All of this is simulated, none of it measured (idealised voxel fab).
Herein follows the process module entitled voxel self aligned vias.
Cross-section cut: width 225 nm, square cells of 5 nm.
The cross-sections in this document take the form of a grid made of square cells. They are written out as bands, in order from top to bottom. Each band consists of one or more rows of cells. Heads up on the band format: heights come first, top then bottom, in nm. After that it's the materials left to right, each with its width in nm. A single material flagged "full width" fills the whole band edge to edge, and "air" means there's empty space there. For the purposes of this specification, 0 denotes the height below which the wafer in its as-received condition is composed wholly of one material, and the lowermost band, lacking a lower limit, extends downward without end, as expressed in "z 0 and below". You'd read "30->40" like this: the band's top row of cells is as wide as the first number, its bottom row is as wide as the second, and going down, every row changes width by the same amount as the row before did. "remained unchanged" -> step changed no cross-section cell. "Closed void list" contains a list of empty spaces, each no smaller than 8 cells and without an open way to the top, written in the form width x height at distance with the distance from the left edge and all three in nm. Past the settings on a step's line: simulator remark, on that step. overlay nm: where the mask lay relative to plan, measured to the right, on steps with a mask; negatives go left.
Below is the list of planned process steps
1,RECEIVE | material Si
2,CONFORMAL_DEP | material SiO2 | thk nm 15
3,CONFORMAL_DEP | material SiCN | thk nm 5
4,DIRECTIONAL_DEP | material SiO2 | thk nm 25
5,DIRECTIONAL_DEP | material aC | thk nm 10
6,PATTERN | tone open | mask id LINES | material resist | width nm 30 | pitch nm 55 | thk nm 25 | overlay nm 0
7,DIRECTIONAL_ETCH | etch materials aC | depth nm 10
8,STRIP | etch materials resist
9,DIRECTIONAL_ETCH | etch materials SiO2 | depth nm 25
10,STRIP | etch materials aC
11,CONFORMAL_DEP | material TiN | thk nm 5
12,FILL_DEP | material Ru | thk nm 10
13,CMP | height nm 45
14,SELECTIVE_ETCH | etch materials W Ru TiN | depth nm 10
15,FILL_DEP | material SiN | thk nm 10
16,CMP | height nm 45
17,DIRECTIONAL_DEP | material SiO2 | thk nm 15
18,DIRECTIONAL_DEP | material aC | thk nm 15
19,PATTERN | tone open | mask id VIAS | material resist | width nm 40 | thk nm 35 | overlay nm 0
20,DIRECTIONAL_ETCH | etch materials aC | depth nm 15
21,STRIP | etch materials resist
22,DIRECTIONAL_ETCH | etch materials SiO2 | depth nm 15
23,DIRECTIONAL_ETCH | etch materials SiN | depth nm 10
24,STRIP | etch materials aC
25,CONFORMAL_DEP | material TiN | thk nm 5
26,FILL_DEP | material Ru | thk nm 10
27,CMP | height nm 60
28,CONFORMAL_DEP | material SiN | thk nm 5
As received, after step 1
	z 0 and below: Si full width
	Closed void list: none
First wafer at the end, as planned
	z 65 to 60: SiN full width
	z 60 to 50: SiO2: 65 | TiN: 5 | Ru: 30 | TiN: 5 | SiO2: 120
	z 50 to 45: SiO2: 65 | TiN: 10 | Ru: 20 | TiN: 10 | SiO2: 120
	z 45 to 40: SiO2: 70 | TiN: 5 | Ru: 20 | TiN: 5 | SiO2: 25 | SiN: 30 | SiO2: 70
	z 40 to 35: SiO2: 70 | TiN: 30 | SiO2: 25 | SiN: 30 | SiO2: 70
	z 35 to 25: SiO2: 70 | TiN: 5 | Ru: 20 | TiN: 5 | SiO2: 25 | TiN: 5 | Ru: 20 | TiN: 5 | SiO2: 70
	z 25 to 20: SiO2: 70 | TiN: 30 | SiO2: 25 | TiN: 30 | SiO2: 70
	z 20 to 15: SiCN full width
	z 15 to 0: SiO2 full width
	z 0 and below: Si full width
	Closed void list: none
Same start, same plan as the first wafer - but one mistake in the run. Cross-section of the second of the two at the end of the module
	z 65 to 60: SiN full width
	z 60 to 50: SiO2: 65 | TiN: 5 | Ru: 30 | TiN: 5 | SiO2: 120
	z 50 to 45: SiO2: 65 | TiN: 40 | SiO2: 120
	z 45 to 35: SiN: 65 | TiN: 5 | SiO2: 30 | TiN: 5 | SiN: 20 | SiO2: 30 | SiN: 70
	z 35 to 25: Ru: 65 | TiN: 5 | SiO2: 30 | TiN: 5 | Ru: 15 | TiN: 5 | SiO2: 30 | TiN: 5 | Ru: 65
	z 25 to 20: TiN: 70 | SiO2: 30 | TiN: 25 | SiO2: 30 | TiN: 70
	z 20 to 15: SiCN full width
	z 15 to 0: SiO2 full width
	z 0 and below: Si full width
	Closed void list: none
Misprocessing identified: contrary to plan, step 6 was performed as PATTERN | tone cover | mask id LINES | material resist | width nm 30 | pitch nm 55 | thk nm 25 | overlay nm 0
The final cell counts differ between the wafers, with the second having more or fewer of some materials than the first: Ru: 34 more; SiN: 50 more; SiO2: 105 fewer; TiN: 21 more
